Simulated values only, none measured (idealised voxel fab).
Process module in this document: voxel wiring stack
Cross-section cut: width 295 nm, square cells of 5 nm.
How to read a cross-section here: the picture is a grid of square cells, written as bands going from the top down, and any band can span one or more rows of cells. Heads up on the band format: heights come first, top then bottom, in nm. After that it's the materials left to right, each with its width in nm. A single material flagged "all across" fills the whole band edge to edge, and "air" means there's empty space there. For the purposes of this specification, 0 denotes the height below which the wafer in its as-received condition is composed wholly of one material, and the lowermost band, lacking a lower limit, extends downward without end, as expressed in "top 0, no bottom". Top row gets the first number, bottom row gets the second, and each row in between changes by the same step: that is how a band width like "30 to 40" works. Step note "same as before" = no cross-section cell changed. This entry, "Sealed internal cavities", enumerates those empty regions of no fewer than 8 cells that possess no open connection to the top. Each region is reported in the form width x height at distance, the distance being taken from the left edge, with all three quantities expressed in nm. The remark found on a step's line after its settings is issued by the simulator itself and pertains to that step. The setting "overlay nm" may be written on the line of a step. When the step uses a mask, the value reports how far to the right of the planned place the mask lay, and a negative value reports that it lay to the left. In what follows, pairs of cross-sections are presented, each taken before and after one process step, with the after cross-section shown only down to the lowest band that was altered; the step, together with its settings, is stated below the pair. The pairs may stem from different runs of this module on the same starting wafer; accordingly, a pair should be taken as continuing from the one above it solely where its entry headed "Before the step" indicates as much.
## Before the step
    top 65, bottom 55 | lowk: 55 | TiN: 5 | Ru: 20 | TiN: 5 | lowk: 20 | TiN: 5 | Ru: 20 | TiN: 5 | lowk: 20 | TiN: 5 | Ru: 20 | TiN: 5 | lowk: 20 | TiN: 5 | Ru: 20 | TiN: 5 | lowk: 60
    top 55, bottom 50 | lowk: 55 | TiN: 5 | Ru: 5 | TiN: 20 | lowk: 20 | TiN: 5 | Ru: 5 | TiN: 20 | lowk: 20 | TiN: 5 | Ru: 5 | TiN: 20 | lowk: 20 | TiN: 5 | Ru: 5 | TiN: 20 | lowk: 60
    top 50, bottom 40 | lowk: 55 | TiN: 5 | Ru: 5 | TiN: 5 | lowk: 35 | TiN: 5 | Ru: 5 | TiN: 5 | lowk: 35 | TiN: 5 | Ru: 5 | TiN: 5 | lowk: 35 | TiN: 5 | Ru: 5 | TiN: 5 | lowk: 75
    top 40, bottom 35 | SiCN: 55 | TiN: 15 | SiCN: 35 | TiN: 15 | SiCN: 35 | TiN: 15 | SiCN: 35 | TiN: 15 | SiCN: 75
    top 35, bottom 15 | SiO2: 55 | Ru: 30 | SiO2: 20 | Ru: 30 | SiO2: 20 | Ru: 30 | SiO2: 20 | Ru: 30 | SiO2: 60
    top 15, bottom 10 | SiO2: 55 | TiN: 30 | SiO2: 20 | TiN: 30 | SiO2: 20 | TiN: 30 | SiO2: 20 | TiN: 30 | SiO2: 60
    top 10, bottom 0 | SiO2 all across
    top 0, no bottom | Si all across
    Sealed internal cavities: none
## Post-Step Geometry
    top 70, bottom 65 | aC all across
    Under 65: no change, same as before.
    Sealed internal cavities: none
Step between the cross-sections above: CONFORMAL_DEP,material aC,thk nm 5
Before the step: For the state before this step, see the after cross-section of the pair located directly above.
## Post-Step Geometry
    top 80, bottom 70 | SiO2 all across
    Under 70: no change, same as before.
    Sealed internal cavities: none
Step between the cross-sections above: DIRECTIONAL_DEP,material SiO2,thk nm 10
Before the step: For the state before this step, see the after cross-section of the pair located directly above.
## Post-Step Geometry
    top 80, bottom 70 | SiO2: 55 | air: 15 | SiO2: 85 | air: 15 | SiO2: 125
    Under 70: no change, same as before.
    Sealed internal cavities: none
Step between the cross-sections above: MASKED_ETCH,tone open,mask id PLUG_2,width nm 15,pitch nm 100,etch materials SiO2,depth nm 10,overlay nm 0
Before the step: For the state before this step, see the after cross-section of the pair located directly above.
## Post-Step Geometry
    top 85, bottom 80 | TiN: 55 | air: 15 | TiN: 85 | air: 15 | TiN: 125
    top 80, bottom 75 | SiO2: 55 | air: 15 | SiO2: 85 | air: 15 | SiO2: 125
    top 75, bottom 70 | SiO2: 55 | TiN: 15 | SiO2: 85 | TiN: 15 | SiO2: 125
    Under 70: no change, same as before.
    Sealed internal cavities: none
Step between the cross-sections above: DIRECTIONAL_DEP,material TiN,thk nm 5
Before the step: For the state before this step, see the after cross-section of the pair located directly above.
## Post-Step Geometry
    top 110, bottom 100 | W: 55 | air: 15 | W: 85 | air: 15 | W: 125
    top 100, bottom 85 | W all across
    top 85, bottom 80 | TiN: 55 | W: 15 | TiN: 85 | W: 15 | TiN: 125
    top 80, bottom 75 | SiO2: 55 | W: 15 | SiO2: 85 | W: 15 | SiO2: 125
    Under 75: no change, same as before.
    Sealed internal cavities: none
Step between the cross-sections above: DIRECTIONAL_DEP,material W,thk nm 25
Before the step: For the state before this step, see the after cross-section of the pair located directly above.
## Post-Step Geometry
    top 110, bottom 100 | air: 70 | W: 15 | air: 20 | W: 30 | air: 35 | W: 15 | air: 20 | W: 30 | air: 60
    top 100, bottom 85 | air: 55 | W: 30 | air: 20 | W: 30 | air: 20 | W: 30 | air: 20 | W: 30 | air: 60
    Under 85: no change, same as before.
    Sealed internal cavities: none
Step between the cross-sections above: MASKED_ETCH,tone cover,mask id METAL_3,width nm 30,pitch nm 50,etch materials W,depth nm 25,overlay nm 0
Before the step: For the state before this step, see the after cross-section of the pair located directly above.
## Post-Step Geometry
    top 110, bottom 100 | air: 70 | W: 15 | air: 20 | W: 30 | air: 35 | W: 15 | air: 20 | W: 30 | air: 60
    top 100, bottom 85 | air: 55 | W: 30 | air: 20 | W: 30 | air: 20 | W: 30 | air: 20 | W: 30 | air: 60
    top 85, bottom 80 | air: 55 | W: 15 | TiN: 15 | air: 20 | TiN: 30 | air: 20 | W: 15 | TiN: 15 | air: 20 | TiN: 30 | air: 60
    Under 80: no change, same as before.
    Sealed internal cavities: none
Step between the cross-sections above: MASKED_ETCH,tone cover,mask id METAL_3,width nm 30,pitch nm 50,etch materials TiN,depth nm 5,overlay nm 0
Before the step: For the state before this step, see the after cross-section of the pair located directly above.
## Post-Step Geometry
    top 115, bottom 110 | air: 65 | SiCN: 25 | air: 10 | SiCN: 40 | air: 25 | SiCN: 25 | air: 10 | SiCN: 40 | air: 55
    top 110, bottom 100 | air: 65 to 50 | SiCN: 5 to 20 | W: 15 | SiCN: 5 | air: 10 | SiCN: 5 | W: 30 | SiCN: 5 | air: 25 to 10 | SiCN: 5 to 20 | W: 15 | SiCN: 5 | air: 10 | SiCN: 5 | W: 30 | SiCN: 5 | air: 55
    top 100, bottom 85 | air: 50 | SiCN: 5 | W: 30 | SiCN: 5 | air: 10 | SiCN: 5 | W: 30 | SiCN: 5 | air: 10 | SiCN: 5 | W: 30 | SiCN: 5 | air: 10 | SiCN: 5 | W: 30 | SiCN: 5 | air: 55
    top 85, bottom 80 | SiCN: 55 | W: 15 | TiN: 15 | SiCN: 20 | TiN: 30 | SiCN: 20 | W: 15 | TiN: 15 | SiCN: 20 | TiN: 30 | SiCN: 60
    Under 80: no change, same as before.
    Sealed internal cavities: none
Step between the cross-sections above: CONFORMAL_DEP,material SiCN,thk nm 5
Before the step: For the state before this step, see the after cross-section of the pair located directly above.
## Post-Step Geometry
    top 120, bottom 115 | lowk all across
    top 115, bottom 110 | lowk: 65 | SiCN: 25 | lowk: 10 | SiCN: 40 | lowk: 25 | SiCN: 25 | lowk: 10 | SiCN: 40 | lowk: 55
    top 110, bottom 100 | lowk: 65 to 50 | SiCN: 5 to 20 | W: 15 | SiCN: 5 | lowk: 10 | SiCN: 5 | W: 30 | SiCN: 5 | lowk: 25 to 10 | SiCN: 5 to 20 | W: 15 | SiCN: 5 | lowk: 10 | SiCN: 5 | W: 30 | SiCN: 5 | lowk: 55
    top 100, bottom 85 | lowk: 50 | SiCN: 5 | W: 30 | SiCN: 5 | lowk: 10 | SiCN: 5 | W: 30 | SiCN: 5 | lowk: 10 | SiCN: 5 | W: 30 | SiCN: 5 | lowk: 10 | SiCN: 5 | W: 30 | SiCN: 5 | lowk: 55
    Under 85: no change, same as before.
    Sealed internal cavities: none
Step between the cross-sections above: FILL_DEP,material lowk,thk nm 5
Before the step: For the state before this step, see the after cross-section of the pair located directly above.
## Post-Step Geometry
    top 110, bottom 100 | lowk: 65 to 50 | SiCN: 5 to 20 | W: 15 | SiCN: 5 | lowk: 10 | SiCN: 5 | W: 30 | SiCN: 5 | lowk: 25 to 10 | SiCN: 5 to 20 | W: 15 | SiCN: 5 | lowk: 10 | SiCN: 5 | W: 30 | SiCN: 5 | lowk: 55
    Under 100: no change, same as before.
    Sealed internal cavities: none
Step between the cross-sections above: CMP,height nm 110
Before the step: For the state before this step, see the after cross-section of the pair located directly above.
## Post-Step Geometry
    top 115, bottom 110 | SiCN all across
    Under 110: no change, same as before.
    Sealed internal cavities: none
Step between the cross-sections above: CONFORMAL_DEP,material SiCN,thk nm 5
Before the step: For the state before this step, see the after cross-section of the pair located directly above.
## Post-Step Geometry
    top 140, bottom 115 | SiO2 all across
    Under 115: no change, same as before.
    Sealed internal cavities: none
Step between the cross-sections above: DIRECTIONAL_DEP,material SiO2,thk nm 25
Before the step: For the state before this step, see the after cross-section of the pair located directly above.
## Post-Step Geometry
    top 150, bottom 140 | aC all across
    Under 140: no change, same as before.
    Sealed internal cavities: none
Step between the cross-sections above: DIRECTIONAL_DEP,material aC,thk nm 10
Before the step: For the state before this step, see the after cross-section of the pair located directly above.
## Post-Step Geometry
    top 175, bottom 150 | resist: 55 | air: 30 | resist: 20 | air: 30 | resist: 20 | air: 30 | resist: 20 | air: 30 | resist: 60
    Under 150: no change, same as before.
    Sealed internal cavities: none
Step between the cross-sections above: PATTERN,tone open,mask id METAL_4,material resist,width nm 30,pitch nm 50,thk nm 25,overlay nm 0
Before the step: For the state before this step, see the after cross-section of the pair located directly above.
## Post-Step Geometry
    top 165, bottom 150 | resist: 55 | air: 30 | resist: 20 | air: 30 | resist: 20 | air: 30 | resist: 20 | air: 30 | resist: 60
    top 150, bottom 140 | aC: 55 | air: 30 | aC: 20 | air: 30 | aC: 20 | air: 30 | aC: 20 | air: 30 | aC: 60
    Under 140: no change, same as before.
    Sealed internal cavities: none
Step between the cross-sections above: DIRECTIONAL_ETCH,etch materials aC,depth nm 10
Before the step: For the state before this step, see the after cross-section of the pair located directly above.
## Post-Step Geometry
    top 150, bottom 140 | aC: 55 | air: 30 | aC: 20 | air: 30 | aC: 20 | air: 30 | aC: 20 | air: 30 | aC: 60
    Under 140: no change, same as before.
    Sealed internal cavities: none
Step between the cross-sections above: STRIP,etch materials resist
Before the step: For the state before this step, see the after cross-section of the pair located directly above.
## Post-Step Geometry
    top 150, bottom 140 | aC: 55 | air: 30 | aC: 20 | air: 30 | aC: 20 | air: 30 | aC: 20 | air: 30 | aC: 60
    top 140, bottom 125 | SiO2: 55 | air: 30 | SiO2: 20 | air: 30 | SiO2: 20 | air: 30 | SiO2: 20 | air: 30 | SiO2: 60
    Under 125: no change, same as before.
    Sealed internal cavities: none
Step between the cross-sections above: DIRECTIONAL_ETCH,etch materials SiO2,depth nm 15
Before the step: For the state before this step, see the after cross-section of the pair located directly above.
## Post-Step Geometry
    top 140, bottom 125 | SiO2: 55 | air: 30 | SiO2: 20 | air: 30 | SiO2: 20 | air: 30 | SiO2: 20 | air: 30 | SiO2: 60
    Under 125: no change, same as before.
    Sealed internal cavities: none
Step between the cross-sections above: STRIP,etch materials aC
Before the step: For the state before this step, see the after cross-section of the pair located directly above.
## Post-Step Geometry
    top 140, bottom 125 | SiO2: 55 | air: 30 | SiO2: 20 | air: 30 | SiO2: 20 | air: 30 | SiO2: 20 | air: 30 | SiO2: 60
    top 125, bottom 115 | SiO2: 55 | air: 15 | SiO2: 35 | air: 15 | SiO2: 35 | air: 15 | SiO2: 35 | air: 15 | SiO2: 75
    Under 115: no change, same as before.
    Sealed internal cavities: none
Step between the cross-sections above: MASKED_ETCH,tone open,mask id METAL_4_HOLES,width nm 15,pitch nm 50,etch materials SiO2,depth nm 10,overlay nm 0
Before the step: For the state before this step, see the after cross-section of the pair located directly above.
## Post-Step Geometry
    top 140, bottom 125 | SiO2: 55 | air: 30 | SiO2: 20 | air: 30 | SiO2: 20 | air: 30 | SiO2: 20 | air: 30 | SiO2: 60
    top 125, bottom 115 | SiO2: 55 | air: 15 | SiO2: 35 | air: 15 | SiO2: 35 | air: 15 | SiO2: 35 | air: 15 | SiO2: 75
    top 115, bottom 110 | SiCN: 55 | air: 15 | SiCN: 35 | air: 15 | SiCN: 35 | air: 15 | SiCN: 35 | air: 15 | SiCN: 75
    Under 110: no change, same as before.
    Sealed internal cavities: none
Step between the cross-sections above: MASKED_ETCH,tone open,mask id METAL_4_HOLES,width nm 15,pitch nm 50,etch materials SiCN,depth nm 5,overlay nm 0
Before the step: For the state before this step, see the after cross-section of the pair located directly above.
## Post-Step Geometry
    top 145, bottom 140 | TiN: 60 | air: 20 | TiN: 30 | air: 20 | TiN: 30 | air: 20 | TiN: 30 | air: 20 | TiN: 65
    top 140, bottom 130 | SiO2: 55 | TiN: 5 | air: 20 | TiN: 5 | SiO2: 20 | TiN: 5 | air: 20 | TiN: 5 | SiO2: 20 | TiN: 5 | air: 20 | TiN: 5 | SiO2: 20 | TiN: 5 | air: 20 | TiN: 5 | SiO2: 60
    top 130, bottom 125 | SiO2: 55 | TiN: 5 | air: 5 | TiN: 20 | SiO2: 20 | TiN: 5 | air: 5 | TiN: 20 | SiO2: 20 | TiN: 5 | air: 5 | TiN: 20 | SiO2: 20 | TiN: 5 | air: 5 | TiN: 20 | SiO2: 60
    top 125, bottom 115 | SiO2: 55 | TiN: 5 | air: 5 | TiN: 5 | SiO2: 35 | TiN: 5 | air: 5 | TiN: 5 | SiO2: 35 | TiN: 5 | air: 5 | TiN: 5 | SiO2: 35 | TiN: 5 | air: 5 | TiN: 5 | SiO2: 75
    top 115, bottom 110 | SiCN: 55 | TiN: 15 | SiCN: 35 | TiN: 15 | SiCN: 35 | TiN: 15 | SiCN: 35 | TiN: 15 | SiCN: 75
    Under 110: no change, same as before.
    Sealed internal cavities: none
Step between the cross-sections above: CONFORMAL_DEP,material TiN,thk nm 5
Before the step: For the state before this step, see the after cross-section of the pair located directly above.
## Post-Step Geometry
    top 155, bottom 145 | Cu all across
    top 145, bottom 140 | TiN: 60 | Cu: 20 | TiN: 30 | Cu: 20 | TiN: 30 | Cu: 20 | TiN: 30 | Cu: 20 | TiN: 65
    top 140, bottom 130 | SiO2: 55 | TiN: 5 | Cu: 20 | TiN: 5 | SiO2: 20 | TiN: 5 | Cu: 20 | TiN: 5 | SiO2: 20 | TiN: 5 | Cu: 20 | TiN: 5 | SiO2: 20 | TiN: 5 | Cu: 20 | TiN: 5 | SiO2: 60
    top 130, bottom 125 | SiO2: 55 | TiN: 5 | Cu: 5 | TiN: 20 | SiO2: 20 | TiN: 5 | Cu: 5 | TiN: 20 | SiO2: 20 | TiN: 5 | Cu: 5 | TiN: 20 | SiO2: 20 | TiN: 5 | Cu: 5 | TiN: 20 | SiO2: 60
    top 125, bottom 115 | SiO2: 55 | TiN: 5 | Cu: 5 | TiN: 5 | SiO2: 35 | TiN: 5 | Cu: 5 | TiN: 5 | SiO2: 35 | TiN: 5 | Cu: 5 | TiN: 5 | SiO2: 35 | TiN: 5 | Cu: 5 | TiN: 5 | SiO2: 75
    Under 115: no change, same as before.
    Sealed internal cavities: none
Step between the cross-sections above: FILL_DEP,material Cu,thk nm 10
Before the step: For the state before this step, see the after cross-section of the pair located directly above.
## Post-Step Geometry
    top 140, bottom 130 | SiO2: 55 | TiN: 5 | Cu: 20 | TiN: 5 | SiO2: 20 | TiN: 5 | Cu: 20 | TiN: 5 | SiO2: 20 | TiN: 5 | Cu: 20 | TiN: 5 | SiO2: 20 | TiN: 5 | Cu: 20 | TiN: 5 | SiO2: 60
    Under 130: no change, same as before.
    Sealed internal cavities: none
Step between the cross-sections above: CMP,height nm 140
Before the step: For the state before this step, see the after cross-section of the pair located directly above.
## Post-Step Geometry
    top 145, bottom 140 | SiN all across
    Under 140: no change, same as before.
    Sealed internal cavities: none
Step between the cross-sections above: CONFORMAL_DEP,material SiN,thk nm 5
## Before the step
    top 80, bottom 70 | SiO2 all across
    top 70, bottom 65 | SiCN all across
    top 65, bottom 55 | lowk: 55 | TiN: 5 | Ru: 20 | TiN: 5 | lowk: 20 | TiN: 5 | Ru: 20 | TiN: 5 | lowk: 20 | TiN: 5 | Ru: 20 | TiN: 5 | lowk: 20 | TiN: 5 | Ru: 20 | TiN: 5 | lowk: 60
    top 55, bottom 50 | lowk: 55 | TiN: 5 | Ru: 5 | TiN: 20 | lowk: 20 | TiN: 5 | Ru: 5 | TiN: 20 | lowk: 20 | TiN: 5 | Ru: 5 | TiN: 20 | lowk: 20 | TiN: 5 | Ru: 5 | TiN: 20 | lowk: 60
    top 50, bottom 40 | lowk: 55 | TiN: 5 | Ru: 5 | TiN: 5 | lowk: 35 | TiN: 5 | Ru: 5 | TiN: 5 | lowk: 35 | TiN: 5 | Ru: 5 | TiN: 5 | lowk: 35 | TiN: 5 | Ru: 5 | TiN: 5 | lowk: 75
    top 40, bottom 35 | SiCN: 55 | TiN: 15 | SiCN: 35 | TiN: 15 | SiCN: 35 | TiN: 15 | SiCN: 35 | TiN: 15 | SiCN: 75
    top 35, bottom 15 | SiO2: 55 | Ru: 30 | SiO2: 20 | Ru: 30 | SiO2: 20 | Ru: 30 | SiO2: 20 | Ru: 30 | SiO2: 60
    top 15, bottom 10 | SiO2: 55 | TiN: 30 | SiO2: 20 | TiN: 30 | SiO2: 20 | TiN: 30 | SiO2: 20 | TiN: 30 | SiO2: 60
    top 10, bottom 0 | SiO2 all across
    top 0, no bottom | Si all across
    Sealed internal cavities: none
## Post-Step Geometry
    top 80, bottom 70 | air: 55 | SiO2: 15 | air: 85 | SiO2: 15 | air: 125
    Under 70: no change, same as before.
    Sealed internal cavities: none
Step between the cross-sections above: MASKED_ETCH,tone cover,mask id PLUG_2,width nm 15,pitch nm 100,etch materials SiO2,depth nm 10,overlay nm 0
Before the step: For the state before this step, see the after cross-section of the pair located directly above.
## Post-Step Geometry
    top 85, bottom 80 | air: 55 | TiN: 15 | air: 85 | TiN: 15 | air: 125
    top 80, bottom 75 | air: 55 | SiO2: 15 | air: 85 | SiO2: 15 | air: 125
    top 75, bottom 70 | TiN: 55 | SiO2: 15 | TiN: 85 | SiO2: 15 | TiN: 125
    Under 70: no change, same as before.
    Sealed internal cavities: none
Step between the cross-sections above: DIRECTIONAL_DEP,material TiN,thk nm 5
Before the step: For the state before this step, see the after cross-section of the pair located directly above.
## Post-Step Geometry
    top 110, bottom 100 | air: 55 | W: 15 | air: 85 | W: 15 | air: 125
    top 100, bottom 85 | W all across
    top 85, bottom 80 | W: 55 | TiN: 15 | W: 85 | TiN: 15 | W: 125
    top 80, bottom 75 | W: 55 | SiO2: 15 | W: 85 | SiO2: 15 | W: 125
    Under 75: no change, same as before.
    Sealed internal cavities: none
Step between the cross-sections above: DIRECTIONAL_DEP,material W,thk nm 25
Before the step: For the state before this step, see the after cross-section of the pair located directly above.
## Post-Step Geometry
    top 110, bottom 100 | air: 55 | W: 15 | air: 85 | W: 15 | air: 125
    top 100, bottom 85 | air: 55 | W: 30 | air: 20 | W: 30 | air: 20 | W: 30 | air: 20 | W: 30 | air: 60
    top 85, bottom 80 | air: 55 | TiN: 15 | W: 15 | air: 20 | W: 30 | air: 20 | TiN: 15 | W: 15 | air: 20 | W: 30 | air: 60
    top 80, bottom 75 | air: 55 | SiO2: 15 | W: 15 | air: 20 | W: 30 | air: 20 | SiO2: 15 | W: 15 | air: 20 | W: 30 | air: 60
    Under 75: no change, same as before.
    Sealed internal cavities: none
Step between the cross-sections above: MASKED_ETCH,tone cover,mask id METAL_3,width nm 30,pitch nm 50,etch materials W,depth nm 25,overlay nm 0
Before the step: For the state before this step, see the after cross-section of the pair located directly above.
## Post-Step Geometry
    top 110, bottom 100 | air: 55 | W: 15 | air: 85 | W: 15 | air: 125
    top 100, bottom 85 | air: 55 | W: 30 | air: 20 | W: 30 | air: 20 | W: 30 | air: 20 | W: 30 | air: 60
    top 85, bottom 80 | air: 55 | TiN: 15 | W: 15 | air: 20 | W: 30 | air: 20 | TiN: 15 | W: 15 | air: 20 | W: 30 | air: 60
    top 80, bottom 75 | air: 55 | SiO2: 15 | W: 15 | air: 20 | W: 30 | air: 20 | SiO2: 15 | W: 15 | air: 20 | W: 30 | air: 60
    top 75, bottom 70 | air: 55 | SiO2: 15 | TiN: 15 | air: 20 | TiN: 30 | air: 20 | SiO2: 15 | TiN: 15 | air: 20 | TiN: 30 | air: 60
    Under 70: no change, same as before.
    Sealed internal cavities: none
Step between the cross-sections above: MASKED_ETCH,tone cover,mask id METAL_3,width nm 30,pitch nm 50,etch materials TiN,depth nm 5,overlay nm 0
Before the step: For the state before this step, see the after cross-section of the pair located directly above.
## Post-Step Geometry
    top 115, bottom 110 | air: 50 | SiCN: 25 | air: 75 | SiCN: 25 | air: 120
    top 110, bottom 105 | air: 50 | SiCN: 5 | W: 15 | SiCN: 5 | air: 75 | SiCN: 5 | W: 15 | SiCN: 5 | air: 120
    top 105, bottom 100 | air: 50 | SiCN: 5 | W: 15 | SiCN: 20 | air: 10 | SiCN: 40 | air: 10 | SiCN: 5 | W: 15 | SiCN: 20 | air: 10 | SiCN: 40 | air: 55
    top 100, bottom 85 | air: 50 | SiCN: 5 | W: 30 | SiCN: 5 | air: 10 | SiCN: 5 | W: 30 | SiCN: 5 | air: 10 | SiCN: 5 | W: 30 | SiCN: 5 | air: 10 | SiCN: 5 | W: 30 | SiCN: 5 | air: 55
    top 85, bottom 80 | air: 50 | SiCN: 5 | TiN: 15 | W: 15 | SiCN: 5 | air: 10 | SiCN: 5 | W: 30 | SiCN: 5 | air: 10 | SiCN: 5 | TiN: 15 | W: 15 | SiCN: 5 | air: 10 | SiCN: 5 | W: 30 | SiCN: 5 | air: 55
    top 80, bottom 75 | air: 50 | SiCN: 5 | SiO2: 15 | W: 15 | SiCN: 5 | air: 10 | SiCN: 5 | W: 30 | SiCN: 5 | air: 10 | SiCN: 5 | SiO2: 15 | W: 15 | SiCN: 5 | air: 10 | SiCN: 5 | W: 30 | SiCN: 5 | air: 55
    top 75, bottom 70 | SiCN: 55 | SiO2: 15 | TiN: 15 | SiCN: 20 | TiN: 30 | SiCN: 20 | SiO2: 15 | TiN: 15 | SiCN: 20 | TiN: 30 | SiCN: 60
    Under 70: no change, same as before.
    Sealed internal cavities: none
Step between the cross-sections above: CONFORMAL_DEP,material SiCN,thk nm 5
Before the step: For the state before this step, see the after cross-section of the pair located directly above.
## Post-Step Geometry
    top 120, bottom 115 | lowk all across
    top 115, bottom 110 | lowk: 50 | SiCN: 25 | lowk: 75 | SiCN: 25 | lowk: 120
    top 110, bottom 105 | lowk: 50 | SiCN: 5 | W: 15 | SiCN: 5 | lowk: 75 | SiCN: 5 | W: 15 | SiCN: 5 | lowk: 120
    top 105, bottom 100 | lowk: 50 | SiCN: 5 | W: 15 | SiCN: 20 | lowk: 10 | SiCN: 40 | lowk: 10 | SiCN: 5 | W: 15 | SiCN: 20 | lowk: 10 | SiCN: 40 | lowk: 55
    top 100, bottom 85 | lowk: 50 | SiCN: 5 | W: 30 | SiCN: 5 | lowk: 10 | SiCN: 5 | W: 30 | SiCN: 5 | lowk: 10 | SiCN: 5 | W: 30 | SiCN: 5 | lowk: 10 | SiCN: 5 | W: 30 | SiCN: 5 | lowk: 55
    top 85, bottom 80 | lowk: 50 | SiCN: 5 | TiN: 15 | W: 15 | SiCN: 5 | lowk: 10 | SiCN: 5 | W: 30 | SiCN: 5 | lowk: 10 | SiCN: 5 | TiN: 15 | W: 15 | SiCN: 5 | lowk: 10 | SiCN: 5 | W: 30 | SiCN: 5 | lowk: 55
    top 80, bottom 75 | lowk: 50 | SiCN: 5 | SiO2: 15 | W: 15 | SiCN: 5 | lowk: 10 | SiCN: 5 | W: 30 | SiCN: 5 | lowk: 10 | SiCN: 5 | SiO2: 15 | W: 15 | SiCN: 5 | lowk: 10 | SiCN: 5 | W: 30 | SiCN: 5 | lowk: 55
    Under 75: no change, same as before.
    Sealed internal cavities: none
Step between the cross-sections above: FILL_DEP,material lowk,thk nm 5
Before the step: For the state before this step, see the after cross-section of the pair located directly above.
## Post-Step Geometry
    top 110, bottom 105 | lowk: 50 | SiCN: 5 | W: 15 | SiCN: 5 | lowk: 75 | SiCN: 5 | W: 15 | SiCN: 5 | lowk: 120
    Under 105: no change, same as before.
    Sealed internal cavities: none
Step between the cross-sections above: CMP,height nm 110
Before the step: For the state before this step, see the after cross-section of the pair located directly above.
## Post-Step Geometry
    top 115, bottom 110 | SiCN all across
    Under 110: no change, same as before.
    Sealed internal cavities: none
Step between the cross-sections above: CONFORMAL_DEP,material SiCN,thk nm 5
Before the step: For the state before this step, see the after cross-section of the pair located directly above.
## Post-Step Geometry
    top 140, bottom 115 | SiO2 all across
    Under 115: no change, same as before.
    Sealed internal cavities: none
Step between the cross-sections above: DIRECTIONAL_DEP,material SiO2,thk nm 25
Before the step: For the state before this step, see the after cross-section of the pair located directly above.
## Post-Step Geometry
    top 150, bottom 140 | aC all across
    Under 140: no change, same as before.
    Sealed internal cavities: none
Step between the cross-sections above: DIRECTIONAL_DEP,material aC,thk nm 10
Before the step: For the state before this step, see the after cross-section of the pair located directly above.
## Post-Step Geometry
    top 175, bottom 150 | resist: 55 | air: 30 | resist: 20 | air: 30 | resist: 20 | air: 30 | resist: 20 | air: 30 | resist: 60
    Under 150: no change, same as before.
    Sealed internal cavities: none
Step between the cross-sections above: PATTERN,tone open,mask id METAL_4,material resist,width nm 30,pitch nm 50,thk nm 25,overlay nm 0
Before the step: For the state before this step, see the after cross-section of the pair located directly above.
## Post-Step Geometry
    top 165, bottom 150 | resist: 55 | air: 30 | resist: 20 | air: 30 | resist: 20 | air: 30 | resist: 20 | air: 30 | resist: 60
    top 150, bottom 140 | aC: 55 | air: 30 | aC: 20 | air: 30 | aC: 20 | air: 30 | aC: 20 | air: 30 | aC: 60
    Under 140: no change, same as before.
    Sealed internal cavities: none
Step between the cross-sections above: DIRECTIONAL_ETCH,etch materials aC,depth nm 10
Before the step: For the state before this step, see the after cross-section of the pair located directly above.
## Post-Step Geometry
    top 150, bottom 140 | aC: 55 | air: 30 | aC: 20 | air: 30 | aC: 20 | air: 30 | aC: 20 | air: 30 | aC: 60
    Under 140: no change, same as before.
    Sealed internal cavities: none
Step between the cross-sections above: STRIP,etch materials resist
Before the step: For the state before this step, see the after cross-section of the pair located directly above.
## Post-Step Geometry
    top 150, bottom 140 | aC: 55 | air: 30 | aC: 20 | air: 30 | aC: 20 | air: 30 | aC: 20 | air: 30 | aC: 60
    top 140, bottom 125 | SiO2: 55 | air: 30 | SiO2: 20 | air: 30 | SiO2: 20 | air: 30 | SiO2: 20 | air: 30 | SiO2: 60
    Under 125: no change, same as before.
    Sealed internal cavities: none
Step between the cross-sections above: DIRECTIONAL_ETCH,etch materials SiO2,depth nm 15
Before the step: For the state before this step, see the after cross-section of the pair located directly above.
## Post-Step Geometry
    top 140, bottom 125 | SiO2: 55 | air: 30 | SiO2: 20 | air: 30 | SiO2: 20 | air: 30 | SiO2: 20 | air: 30 | SiO2: 60
    Under 125: no change, same as before.
    Sealed internal cavities: none
Step between the cross-sections above: STRIP,etch materials aC
Before the step: For the state before this step, see the after cross-section of the pair located directly above.
## Post-Step Geometry
    top 140, bottom 125 | SiO2: 55 | air: 30 | SiO2: 20 | air: 30 | SiO2: 20 | air: 30 | SiO2: 20 | air: 30 | SiO2: 60
    top 125, bottom 115 | SiO2: 55 | air: 15 | SiO2: 35 | air: 15 | SiO2: 35 | air: 15 | SiO2: 35 | air: 15 | SiO2: 75
    Under 115: no change, same as before.
    Sealed internal cavities: none
Step between the cross-sections above: MASKED_ETCH,tone open,mask id METAL_4_HOLES,width nm 15,pitch nm 50,etch materials SiO2,depth nm 10,overlay nm 0
Before the step: For the state before this step, see the after cross-section of the pair located directly above.
## Post-Step Geometry
    top 140, bottom 125 | SiO2: 55 | air: 30 | SiO2: 20 | air: 30 | SiO2: 20 | air: 30 | SiO2: 20 | air: 30 | SiO2: 60
    top 125, bottom 115 | SiO2: 55 | air: 15 | SiO2: 35 | air: 15 | SiO2: 35 | air: 15 | SiO2: 35 | air: 15 | SiO2: 75
    top 115, bottom 110 | SiCN: 55 | air: 15 | SiCN: 35 | air: 15 | SiCN: 35 | air: 15 | SiCN: 35 | air: 15 | SiCN: 75
    Under 110: no change, same as before.
    Sealed internal cavities: none
Step between the cross-sections above: MASKED_ETCH,tone open,mask id METAL_4_HOLES,width nm 15,pitch nm 50,etch materials SiCN,depth nm 5,overlay nm 0
Before the step: For the state before this step, see the after cross-section of the pair located directly above.
## Post-Step Geometry
    top 145, bottom 140 | TiN: 60 | air: 20 | TiN: 30 | air: 20 | TiN: 30 | air: 20 | TiN: 30 | air: 20 | TiN: 65
    top 140, bottom 130 | SiO2: 55 | TiN: 5 | air: 20 | TiN: 5 | SiO2: 20 | TiN: 5 | air: 20 | TiN: 5 | SiO2: 20 | TiN: 5 | air: 20 | TiN: 5 | SiO2: 20 | TiN: 5 | air: 20 | TiN: 5 | SiO2: 60
    top 130, bottom 125 | SiO2: 55 | TiN: 5 | air: 5 | TiN: 20 | SiO2: 20 | TiN: 5 | air: 5 | TiN: 20 | SiO2: 20 | TiN: 5 | air: 5 | TiN: 20 | SiO2: 20 | TiN: 5 | air: 5 | TiN: 20 | SiO2: 60
    top 125, bottom 115 | SiO2: 55 | TiN: 5 | air: 5 | TiN: 5 | SiO2: 35 | TiN: 5 | air: 5 | TiN: 5 | SiO2: 35 | TiN: 5 | air: 5 | TiN: 5 | SiO2: 35 | TiN: 5 | air: 5 | TiN: 5 | SiO2: 75
    top 115, bottom 110 | SiCN: 55 | TiN: 15 | SiCN: 35 | TiN: 15 | SiCN: 35 | TiN: 15 | SiCN: 35 | TiN: 15 | SiCN: 75
    Under 110: no change, same as before.
    Sealed internal cavities: none
Step between the cross-sections above: CONFORMAL_DEP,material TiN,thk nm 5
